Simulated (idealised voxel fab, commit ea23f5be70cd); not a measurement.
Process module under the name voxel local oxidation
It is cross-section cut that appears here, measuring 170 nm in width, its square cells being 5 nm in size.
This document writes a cross-section as a grid whose cells are square, and gives it as bands, listed from the top down; one or more rows of cells form a band. Within each band entry, the heights of the top and of the bottom of the band appear first, in that order and in nm; the materials of the band then follow from left to right, each with its corresponding width in nm. The designation "edge to edge" on a single material indicates that it fills the band from edge to edge; the designation "air" indicates empty space. The reference from which all heights are counted is 0, the level beneath which the as-received wafer is entirely one material; the lowest band, having no lower bound, proceeds downward and is written after the example "0 and below". Top row gets the first number, bottom row gets the second, and each row in between changes by the same step: that is how a band width like "30->40" works. "nothing different" (step): cross-section cells unchanged, all of them. What "Sealed internal cavities" gives you is every empty space of 8 cells or more that is cut off from the top. Each appears as width x height at distance, with the distance taken from the left edge and width, height and distance all in nm. On a step's line, text after the settings is the simulator commenting on that step. overlay nm: step with mask; distance mask lay right of planned place; negative value = left of planned place.
PLANNED STEP LIST FOR THE PROCESS
1. RECEIVE [material Si]
2. CONFORMAL_DEP [material SiO2] [thk nm 5]
3. CONFORMAL_DEP [material SiN] [thk nm 15]
4. DIRECTIONAL_DEP [material aC] [thk nm 15]
5. PATTERN [tone cover] [mask id ACTIVE] [material resist] [width nm 100] [thk nm 30] [overlay nm -15]
6. DIRECTIONAL_ETCH [etch materials aC] [depth nm 15]
7. STRIP [etch materials resist]
8. DIRECTIONAL_ETCH [etch materials SiN] [depth nm 15]
9. STRIP [etch materials aC]
10. SELECTIVE_ETCH [etch materials SiO2] [depth nm 5]
11. OXIDIZE [depth nm 10]
12. STRIP [etch materials SiN]
Variable across wafers: step 5 overlay nm (plan value is that of the first wafer; starting state common to all).
RECEIVED WAFERS, FIRST OF SEVERAL: CROSS-SECTION AFTER STEP 1
> 0 and below | Si edge to edge
> Sealed internal cavities: none
THE ROWS OF THE TABLE BELOW ARE WAFERS. LOOKING AT THE END OF THE MODULE, A ROW COUNTS, FOR EVERY MATERIAL, THE CELLS THE WAFER HAS GAINED, SHOWN AS (+), OR LOST, SHOWN AS (-), SINCE IT WAS RECEIVED; ITS CLOSED VOIDS COME NEXT
overlay nm -15, -40 Si, +58 SiO2, Sealed internal cavities: none
overlay nm -10, -40 Si, +58 SiO2, Sealed internal cavities: none
overlay nm -5, -40 Si, +58 SiO2, Sealed internal cavities: none
overlay nm 0, -40 Si, +58 SiO2, Sealed internal cavities: none
overlay nm 5, -40 Si, +58 SiO2, Sealed internal cavities: none
overlay nm 10, -40 Si, +58 SiO2, Sealed internal cavities: none
overlay nm 15, -40 Si, +58 SiO2, Sealed internal cavities: none
